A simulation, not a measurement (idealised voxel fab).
This section sets out a process module, namely voxel self aligned vias.
Cross-section cut spans 210 nm and uses square cells 5 nm in size.
In this document a cross-section is written as a grid of square cells. It is given as a series of bands, listed from the top down, and a band is one or more rows of cells. What a band's entry tells you: where the top is and where the bottom is, as heights in nm, and after that what lies inside, material by material from left to right, each with its width in nm. Empty space is written as the word "blank", and a single material marked with the word "edge to edge" occupies the band from edge to edge. Height is counted from the level 0, under which the received wafer is composed throughout of one material. The lowest of the bands is not closed at the bottom but continues downward, in the notation "0..down". So if you see something like "30->40" for the width, read it as the top row of the band sitting at the first number and the bottom row at the second, with every row in between moving by the same amount as the last. What does "changes: none" mean for a step? It means no cell of the cross-section changed in that step. Heads up: "Entrapped voids" only lists the empty pockets with no open path to the top that are 8 cells or more, and it writes them as width x height at distance, distance from the left edge, in nm. The remark found on a step's line after its settings is issued by the simulator itself and pertains to that step. Regarding "overlay nm": on a step with a mask, it is the distance the mask lay to the right of its planned place; a negative value places it to the left.
**The planned process steps are enumerated hereunder**
- 1: RECEIVE,material Si
- 2: CONFORMAL_DEP,material SiO2,thk nm 15
- 3: CONFORMAL_DEP,material SiCN,thk nm 5
- 4: DIRECTIONAL_DEP,material SiO2,thk nm 25
- 5: PATTERN,tone open,mask id LINES,material resist,width nm 20,pitch nm 60,thk nm 15,overlay nm 0
- 6: DIRECTIONAL_ETCH,etch materials SiO2,depth nm 25
- 7: STRIP,etch materials resist
- 8: CONFORMAL_DEP,material TiN,thk nm 5
- 9: FILL_DEP,material Ru,thk nm 5
- 10: CMP,height nm 45
- 11: SELECTIVE_ETCH,etch materials W Ru TiN,depth nm 10
- 12: FILL_DEP,material SiN,thk nm 5
- 13: CMP,height nm 45
- 14: DIRECTIONAL_DEP,material SiO2,thk nm 20
- 15: DIRECTIONAL_DEP,material aC,thk nm 10
- 16: PATTERN,tone open,mask id VIAS,material resist,width nm 30,thk nm 30,overlay nm 0
- 17: DIRECTIONAL_ETCH,etch materials aC,depth nm 10
- 18: STRIP,etch materials resist
- 19: DIRECTIONAL_ETCH,etch materials SiO2,depth nm 20
- 20: DIRECTIONAL_ETCH,etch materials SiN,depth nm 10
- 21: STRIP,etch materials aC
- 22: CONFORMAL_DEP,material TiN,thk nm 5
- 23: FILL_DEP,material Cu,thk nm 5
- 24: CMP,height nm 65
- 25: CONFORMAL_DEP,material SiCN,thk nm 5
**Wafer cross-section on receipt, i.e. after step 1**
	0..down: Si edge to edge
	Entrapped voids: none
**The plan above was carried out on the starting structure above with one mistake, and this cross-section shows the wafer at the end of the module**
	70..65: SiCN edge to edge
	65..50: SiO2: 50; TiN: 5; Cu: 20; TiN: 5; SiO2: 130
	50..45: SiO2: 50; TiN: 20; Cu: 5; TiN: 5; SiO2: 130
	45..40: SiO2: 65; TiN: 5; Cu: 5; TiN: 5; SiN: 5; SiO2: 40; SiN: 20; SiO2: 65
	40..35: SiO2: 65; TiN: 15; SiN: 5; SiO2: 40; SiN: 20; SiO2: 65
	35..25: SiO2: 65; TiN: 5; Ru: 10; TiN: 5; SiO2: 40; TiN: 5; Ru: 10; TiN: 5; SiO2: 65
	25..20: SiO2: 65; TiN: 20; SiO2: 40; TiN: 20; SiO2: 65
	20..15: SiCN edge to edge
	15..0: SiO2 edge to edge
	0..down: Si edge to edge
	Entrapped voids: none
Heads up, the wafer didn't run the way we planned it: step 16 ran with different settings than intended, the actual operation and settings being PATTERN,tone open,mask id VIAS,material resist,width nm 30,thk nm 30,overlay nm -10
